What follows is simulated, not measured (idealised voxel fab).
Process module heading - voxel self aligned vias
This is section cut - it's 140 nm across, gridded in 5 nm square cells.
Format of a cross-section: grid, square cells. Given as bands. Order: top down. Band: one or more rows of cells. It is stipulated that each band's entry specify, in nanometres, the height of the top of the band and then that of its bottom, followed by the materials of the band in left-to-right sequence, each together with its width in nanometres. A single material marked by the word "edge to edge" is understood to fill the band from edge to edge; the word "air" is understood to denote empty space. All heights in this document are referenced to 0, defined as the level beneath which the wafer, as received, consists entirely of one material. The lowest band is not bounded below; it extends indefinitely downward and is written in the form "0..down". The width entry "30->40" should be interpreted row by row: the top row of cells in the band takes the first number, the bottom row takes the second number, and the change between adjacent rows is uniform throughout. When a step is marked "nothing got changed", none of the cells in the cross-section changed during that step. "Fully enclosed voids" means: voids of 8 cells or more that are shut off from the top with no open way through. Written width x height at distance, distance from the left edge, in nm. On a step's line, text after the settings is the simulator commenting on that step. Among the settings permitted on a step's line is "overlay nm"; applied to a step with a mask, it specifies the extent to which the mask lay to the right of its planned position, whereas a negative figure signifies a position to the left.

[Planned step list for the process]
1 RECEIVE with material Si
2 CONFORMAL_DEP with material SiO2, thk nm 15
3 CONFORMAL_DEP with material SiCN, thk nm 5
4 DIRECTIONAL_DEP with material SiO2, thk nm 30
5 DIRECTIONAL_DEP with material aC, thk nm 10
6 PATTERN with tone open, mask id LINES, material resist, width nm 25, pitch nm 60, thk nm 30, overlay nm 0
7 DIRECTIONAL_ETCH with etch materials aC, depth nm 10
8 STRIP with etch materials resist
9 DIRECTIONAL_ETCH with etch materials SiO2, depth nm 30
10 STRIP with etch materials aC
11 CONFORMAL_DEP with material TiN, thk nm 5
12 FILL_DEP with material W, thk nm 10
13 CMP with height nm 50
14 SELECTIVE_ETCH with etch materials W Ru TiN, depth nm 5
15 FILL_DEP with material SiN, thk nm 10
16 CMP with height nm 50
17 DIRECTIONAL_DEP with material SiO2, thk nm 20
18 DIRECTIONAL_DEP with material aC, thk nm 15
19 PATTERN with tone open, mask id VIAS, material resist, width nm 35, thk nm 35, overlay nm 0
20 DIRECTIONAL_ETCH with etch materials aC, depth nm 15
21 STRIP with etch materials resist
22 DIRECTIONAL_ETCH with etch materials SiO2, depth nm 20
23 DIRECTIONAL_ETCH with etch materials SiN, depth nm 5
24 STRIP with etch materials aC
25 CONFORMAL_DEP with material TiN, thk nm 5
26 FILL_DEP with material Ru, thk nm 10
27 CMP with height nm 70
28 CONFORMAL_DEP with material SiN, thk nm 5

[First of two wafers, processed according to plan]

[As-received wafer cross-section (after step 1)]
- 0..down  Si edge to edge
- Fully enclosed voids: none

[State of the wafer after step 2, shown in cross-section]
- 15..0  SiO2 edge to edge
- Below 0 it's all the same as before, nothing changed down there.

[State of the wafer after step 3, shown in cross-section]
- 20..15  SiCN edge to edge
- Below 15 it's all the same as before, nothing changed down there.

[State of the wafer after step 4, shown in cross-section]
- 50..20  SiO2 edge to edge
- Below 20 it's all the same as before, nothing changed down there.

[State of the wafer after step 5, shown in cross-section]
- 60..50  aC edge to edge
- Below 50 it's all the same as before, nothing changed down there.

[State of the wafer after step 6, shown in cross-section]
- 90..60  25 of resist, 25 of air, 35 of resist, 25 of air, 30 of resist
- Below 60 it's all the same as before, nothing changed down there.

[State of the wafer after step 7, shown in cross-section]
- 80..60  25 of resist, 25 of air, 35 of resist, 25 of air, 30 of resist
- 60..50  25 of aC, 25 of air, 35 of aC, 25 of air, 30 of aC
- Below 50 it's all the same as before, nothing changed down there.

[State of the wafer after step 8, shown in cross-section]
- 60..50  25 of aC, 25 of air, 35 of aC, 25 of air, 30 of aC
- Below 50 it's all the same as before, nothing changed down there.

[State of the wafer after step 9, shown in cross-section]
- 60..50  25 of aC, 25 of air, 35 of aC, 25 of air, 30 of aC
- 50..20  25 of SiO2, 25 of air, 35 of SiO2, 25 of air, 30 of SiO2
- Below 20 it's all the same as before, nothing changed down there.

[State of the wafer after step 10, shown in cross-section]
- 50..20  25 of SiO2, 25 of air, 35 of SiO2, 25 of air, 30 of SiO2
- Below 20 it's all the same as before, nothing changed down there.

[State of the wafer after step 11, shown in cross-section]
- 55..50  30 of TiN, 15 of air, 45 of TiN, 15 of air, 35 of TiN
- 50..25  25 of SiO2, 5 of TiN, 15 of air, 5 of TiN, 35 of SiO2, 5 of TiN, 15 of air, 5 of TiN, 30 of SiO2
- 25..20  25 of SiO2, 25 of TiN, 35 of SiO2, 25 of TiN, 30 of SiO2
- Below 20 it's all the same as before, nothing changed down there.

[State of the wafer after step 12, shown in cross-section]
- 65..55  W edge to edge
- 55..50  30 of TiN, 15 of W, 45 of TiN, 15 of W, 35 of TiN
- 50..25  25 of SiO2, 5 of TiN, 15 of W, 5 of TiN, 35 of SiO2, 5 of TiN, 15 of W, 5 of TiN, 30 of SiO2
- Below 25 it's all the same as before, nothing changed down there.

[State of the wafer after step 13, shown in cross-section]
- 50..25  25 of SiO2, 5 of TiN, 15 of W, 5 of TiN, 35 of SiO2, 5 of TiN, 15 of W, 5 of TiN, 30 of SiO2
- Below 25 it's all the same as before, nothing changed down there.

[State of the wafer after step 14, shown in cross-section]
- 50..45  25 of SiO2, 25 of air, 35 of SiO2, 25 of air, 30 of SiO2
- Below 45 it's all the same as before, nothing changed down there.

[State of the wafer after step 15, shown in cross-section]
- 60..50  SiN edge to edge
- 50..45  25 of SiO2, 25 of SiN, 35 of SiO2, 25 of SiN, 30 of SiO2
- Below 45 it's all the same as before, nothing changed down there.

[State of the wafer after step 16, shown in cross-section]
- 50..45  25 of SiO2, 25 of SiN, 35 of SiO2, 25 of SiN, 30 of SiO2
- Below 45 it's all the same as before, nothing changed down there.

[State of the wafer after step 17, shown in cross-section]
- 70..50  SiO2 edge to edge
- Below 50 it's all the same as before, nothing changed down there.

[State of the wafer after step 18, shown in cross-section]
- 85..70  aC edge to edge
- Below 70 it's all the same as before, nothing changed down there.

[State of the wafer after step 19, shown in cross-section]
- 120..85  20 of resist, 35 of air, 85 of resist
- Below 85 it's all the same as before, nothing changed down there.

[State of the wafer after step 20, shown in cross-section]
- 105..85  20 of resist, 35 of air, 85 of resist
- 85..70  20 of aC, 35 of air, 85 of aC
- Below 70 it's all the same as before, nothing changed down there.

[State of the wafer after step 21, shown in cross-section]
- 85..70  20 of aC, 35 of air, 85 of aC
- Below 70 it's all the same as before, nothing changed down there.

[State of the wafer after step 22, shown in cross-section]
- 85..70  20 of aC, 35 of air, 85 of aC
- 70..50  20 of SiO2, 35 of air, 85 of SiO2
- Below 50 it's all the same as before, nothing changed down there.

[State of the wafer after step 23, shown in cross-section]
- 85..70  20 of aC, 35 of air, 85 of aC
- 70..50  20 of SiO2, 35 of air, 85 of SiO2
- 50..45  25 of SiO2, 25 of air, 35 of SiO2, 25 of SiN, 30 of SiO2
- Below 45 it's all the same as before, nothing changed down there.

[State of the wafer after step 24, shown in cross-section]
- 70..50  20 of SiO2, 35 of air, 85 of SiO2
- Below 50 it's all the same as before, nothing changed down there.

[State of the wafer after step 25, shown in cross-section]
- 75..70  25 of TiN, 25 of air, 90 of TiN
- 70..55  20 of SiO2, 5 of TiN, 25 of air, 5 of TiN, 85 of SiO2
- 55..50  20 of SiO2, 10 of TiN, 15 of air, 10 of TiN, 85 of SiO2
- 50..45  25 of SiO2, 25 of TiN, 35 of SiO2, 25 of SiN, 30 of SiO2
- Below 45 it's all the same as before, nothing changed down there.

[State of the wafer after step 26, shown in cross-section]
- 85..75  Ru edge to edge
- 75..70  25 of TiN, 25 of Ru, 90 of TiN
- 70..55  20 of SiO2, 5 of TiN, 25 of Ru, 5 of TiN, 85 of SiO2
- 55..50  20 of SiO2, 10 of TiN, 15 of Ru, 10 of TiN, 85 of SiO2
- Below 50 it's all the same as before, nothing changed down there.

[State of the wafer after step 27, shown in cross-section]
- 70..55  20 of SiO2, 5 of TiN, 25 of Ru, 5 of TiN, 85 of SiO2
- Below 55 it's all the same as before, nothing changed down there.

[State of the wafer after step 28, shown in cross-section]
- 75..70  SiN edge to edge
- Below 70 it's all the same as before, nothing changed down there.

[Second wafer - shared start and plan with the first - one error in running - same as the first up to step 1 inclusive]

At the planned end of step 2, the second wafer in cross-section: nothing got changed

[At the planned end of step 3, the second wafer in cross-section]
- 5..0  SiCN edge to edge
- Below 0 it's all the same as before, nothing changed down there.

[At the planned end of step 4, the second wafer in cross-section]
- 35..5  SiO2 edge to edge
- Below 5 it's all the same as before, nothing changed down there.

[At the planned end of step 5, the second wafer in cross-section]
- 45..35  aC edge to edge
- Below 35 it's all the same as before, nothing changed down there.

[At the planned end of step 6, the second wafer in cross-section]
- 75..45  25 of resist, 25 of air, 35 of resist, 25 of air, 30 of resist
- Below 45 it's all the same as before, nothing changed down there.

[At the planned end of step 7, the second wafer in cross-section]
- 65..45  25 of resist, 25 of air, 35 of resist, 25 of air, 30 of resist
- 45..35  25 of aC, 25 of air, 35 of aC, 25 of air, 30 of aC
- Below 35 it's all the same as before, nothing changed down there.

[At the planned end of step 8, the second wafer in cross-section]
- 45..35  25 of aC, 25 of air, 35 of aC, 25 of air, 30 of aC
- Below 35 it's all the same as before, nothing changed down there.

[At the planned end of step 9, the second wafer in cross-section]
- 45..35  25 of aC, 25 of air, 35 of aC, 25 of air, 30 of aC
- 35..5  25 of SiO2, 25 of air, 35 of SiO2, 25 of air, 30 of SiO2
- Below 5 it's all the same as before, nothing changed down there.

[At the planned end of step 10, the second wafer in cross-section]
- 35..5  25 of SiO2, 25 of air, 35 of SiO2, 25 of air, 30 of SiO2
- Below 5 it's all the same as before, nothing changed down there.

[At the planned end of step 11, the second wafer in cross-section]
- 40..35  30 of TiN, 15 of air, 45 of TiN, 15 of air, 35 of TiN
- 35..10  25 of SiO2, 5 of TiN, 15 of air, 5 of TiN, 35 of SiO2, 5 of TiN, 15 of air, 5 of TiN, 30 of SiO2
- 10..5  25 of SiO2, 25 of TiN, 35 of SiO2, 25 of TiN, 30 of SiO2
- Below 5 it's all the same as before, nothing changed down there.

[At the planned end of step 12, the second wafer in cross-section]
- 50..40  W edge to edge
- 40..35  30 of TiN, 15 of W, 45 of TiN, 15 of W, 35 of TiN
- 35..10  25 of SiO2, 5 of TiN, 15 of W, 5 of TiN, 35 of SiO2, 5 of TiN, 15 of W, 5 of TiN, 30 of SiO2
- Below 10 it's all the same as before, nothing changed down there.

At the planned end of step 13, the second wafer in cross-section: nothing got changed

[At the planned end of step 14, the second wafer in cross-section]
- 45..40  W edge to edge
- Below 40 it's all the same as before, nothing changed down there.

[At the planned end of step 15, the second wafer in cross-section]
- 55..45  SiN edge to edge
- Below 45 it's all the same as before, nothing changed down there.

[At the planned end of step 16, the second wafer in cross-section]
- 50..45  SiN edge to edge
- Below 45 it's all the same as before, nothing changed down there.

[At the planned end of step 17, the second wafer in cross-section]
- 70..50  SiO2 edge to edge
- Below 50 it's all the same as before, nothing changed down there.

[At the planned end of step 18, the second wafer in cross-section]
- 85..70  aC edge to edge
- Below 70 it's all the same as before, nothing changed down there.

[At the planned end of step 19, the second wafer in cross-section]
- 120..85  20 of resist, 35 of air, 85 of resist
- Below 85 it's all the same as before, nothing changed down there.

[At the planned end of step 20, the second wafer in cross-section]
- 105..85  20 of resist, 35 of air, 85 of resist
- 85..70  20 of aC, 35 of air, 85 of aC
- Below 70 it's all the same as before, nothing changed down there.

[At the planned end of step 21, the second wafer in cross-section]
- 85..70  20 of aC, 35 of air, 85 of aC
- Below 70 it's all the same as before, nothing changed down there.

[At the planned end of step 22, the second wafer in cross-section]
- 85..70  20 of aC, 35 of air, 85 of aC
- 70..50  20 of SiO2, 35 of air, 85 of SiO2
- Below 50 it's all the same as before, nothing changed down there.

[At the planned end of step 23, the second wafer in cross-section]
- 85..70  20 of aC, 35 of air, 85 of aC
- 70..50  20 of SiO2, 35 of air, 85 of SiO2
- 50..45  20 of SiN, 35 of air, 85 of SiN
- Below 45 it's all the same as before, nothing changed down there.

[At the planned end of step 24, the second wafer in cross-section]
- 70..50  20 of SiO2, 35 of air, 85 of SiO2
- Below 50 it's all the same as before, nothing changed down there.

[At the planned end of step 25, the second wafer in cross-section]
- 75..70  25 of TiN, 25 of air, 90 of TiN
- 70..50  20 of SiO2, 5 of TiN, 25 of air, 5 of TiN, 85 of SiO2
- 50..45  20 of SiN, 35 of TiN, 85 of SiN
- Below 45 it's all the same as before, nothing changed down there.

[At the planned end of step 26, the second wafer in cross-section]
- 85..75  Ru edge to edge
- 75..70  25 of TiN, 25 of Ru, 90 of TiN
- 70..50  20 of SiO2, 5 of TiN, 25 of Ru, 5 of TiN, 85 of SiO2
- Below 50 it's all the same as before, nothing changed down there.

[At the planned end of step 27, the second wafer in cross-section]
- 70..50  20 of SiO2, 5 of TiN, 25 of Ru, 5 of TiN, 85 of SiO2
- Below 50 it's all the same as before, nothing changed down there.

[At the planned end of step 28, the second wafer in cross-section]
- 75..70  SiN edge to edge
- Below 70 it's all the same as before, nothing changed down there.
Error vs. plan: step 2 was dropped from the plan's execution and never run
At the finish, the second wafer shows more or fewer cells for some materials than the first does: +2 Ru; +16 SiN; -84 SiO2; +26 TiN; +40 W
